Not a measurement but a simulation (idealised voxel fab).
Documented hereafter: the process module known as voxel tone inversion.
This is section cut - it's 215 nm across, gridded in 5 nm square cells.
This document writes a cross-section as a grid whose cells are square, and gives it as bands, listed from the top down; one or more rows of cells form a band.
Look at the band entry: it leads with the top's height and the bottom's height in nm. Then it lists the materials left to right, with a width in nm for each. The word "all across" on a single material says that material fills the band edge to edge. The word "empty" is empty space.
Heights are expressed relative to 0, this being the level below which the as-received wafer comprises one material exclusively. The lowest band is unbounded in the downward direction and is denoted as in "0 nm and below".
A width such as "30..40" changes by the same amount from each row of cells to the next, from the band's top row to its bottom row.
"stayed the same" (step): cross-section cells unchanged, all of them.
The entry "Enclosed internal voids" lists the empty spaces that cover at least 8 cells and have no open path to the top. Each is written as width x height at distance, where the distance is measured from the left edge and all three values are in nm.
The remark found on a step's line after its settings is issued by the simulator itself and pertains to that step.
On any step carrying a mask, the "overlay nm" setting, if present on the step's line, tells how far right of its planned place the mask lay; negative values point to the left.
So here's the lineup of process steps we planned:
1: RECEIVE with material Si
2: CONFORMAL_DEP with material SiN, thk nm 5
3: DIRECTIONAL_DEP with material polySi, thk nm 15
4: PATTERN with tone cover, mask id POSTS, material resist, width nm 20, pitch nm 40, thk nm 20, overlay nm 0
5: DIRECTIONAL_ETCH with etch materials polySi, depth nm 15
6: STRIP with etch materials resist
7: FILL_DEP with material SiO2, thk nm 5
8: CMP with height nm 20
9: STRIP with etch materials polySi
Below: the first of two wafers, run as planned:
As-received state of the wafer in cross-section, equivalent to post-step 1:
- 0 nm and below | Si all across
- Enclosed internal voids: none
Take a look at the wafer's cross-section after step 2:
- 5 nm to 0 nm | SiN all across
- Everything below 0 is unchanged.
Take a look at the wafer's cross-section after step 3:
- 20 nm to 5 nm | polySi all across
- Everything below 5 is unchanged.
Take a look at the wafer's cross-section after step 4:
- 40 nm to 20 nm | 35 empty  20 resist  20 empty  20 resist  20 empty  20 resist  20 empty  20 resist  40 empty
- Everything below 20 is unchanged.
Take a look at the wafer's cross-section after step 5:
- 40 nm to 20 nm | 35 empty  20 resist  20 empty  20 resist  20 empty  20 resist  20 empty  20 resist  40 empty
- 20 nm to 5 nm | 35 empty  20 polySi  20 empty  20 polySi  20 empty  20 polySi  20 empty  20 polySi  40 empty
- Everything below 5 is unchanged.
Take a look at the wafer's cross-section after step 6:
- 20 nm to 5 nm | 35 empty  20 polySi  20 empty  20 polySi  20 empty  20 polySi  20 empty  20 polySi  40 empty
- Everything below 5 is unchanged.
Take a look at the wafer's cross-section after step 7:
- 25 nm to 20 nm | SiO2 all across
- 20 nm to 5 nm | 35 SiO2  20 polySi  20 SiO2  20 polySi  20 SiO2  20 polySi  20 SiO2  20 polySi  40 SiO2
- Everything below 5 is unchanged.
Take a look at the wafer's cross-section after step 8:
- 20 nm to 5 nm | 35 SiO2  20 polySi  20 SiO2  20 polySi  20 SiO2  20 polySi  20 SiO2  20 polySi  40 SiO2
- Everything below 5 is unchanged.
Take a look at the wafer's cross-section after step 9:
- 20 nm to 5 nm | 35 SiO2  20 empty  20 SiO2  20 empty  20 SiO2  20 empty  20 SiO2  20 empty  40 SiO2
- Everything below 5 is unchanged.
It is to be noted that the second wafer proceeded from the same initial state and according to the same plan as the first, although one mistake was committed in its execution; through step 3, inclusive, the two wafers share an identical history:
Cross-section of the second wafer at the time by which step 4 should have been completed according to the plan:
- 40 nm to 20 nm | 40 empty  15 resist  25 empty  15 resist  25 empty  15 resist  25 empty  15 resist  40 empty
- Everything below 20 is unchanged.
Cross-section of the second wafer at the time by which step 5 should have been completed according to the plan:
- 40 nm to 20 nm | 40 empty  15 resist  25 empty  15 resist  25 empty  15 resist  25 empty  15 resist  40 empty
- 20 nm to 5 nm | 40 empty  15 polySi  25 empty  15 polySi  25 empty  15 polySi  25 empty  15 polySi  40 empty
- Everything below 5 is unchanged.
Cross-section of the second wafer at the time by which step 6 should have been completed according to the plan:
- 20 nm to 5 nm | 40 empty  15 polySi  25 empty  15 polySi  25 empty  15 polySi  25 empty  15 polySi  40 empty
- Everything below 5 is unchanged.
Cross-section of the second wafer at the time by which step 7 should have been completed according to the plan:
- 25 nm to 20 nm | SiO2 all across
- 20 nm to 5 nm | 40 SiO2  15 polySi  25 SiO2  15 polySi  25 SiO2  15 polySi  25 SiO2  15 polySi  40 SiO2
- Everything below 5 is unchanged.
Cross-section of the second wafer at the time by which step 8 should have been completed according to the plan:
- 20 nm to 5 nm | 40 SiO2  15 polySi  25 SiO2  15 polySi  25 SiO2  15 polySi  25 SiO2  15 polySi  40 SiO2
- Everything below 5 is unchanged.
Cross-section of the second wafer at the time by which step 9 should have been completed according to the plan:
- 20 nm to 5 nm | 40 SiO2  15 empty  25 SiO2  15 empty  25 SiO2  15 empty  25 SiO2  15 empty  40 SiO2
- Everything below 5 is unchanged.
Error vs. plan: step 4 changed vs plan, executed as PATTERN with tone cover, mask id POSTS, material resist, width nm 15, pitch nm 40, thk nm 20, overlay nm 0
The final cell counts differ between the wafers, with the second having more or fewer of some materials than the first: SiO2 +12
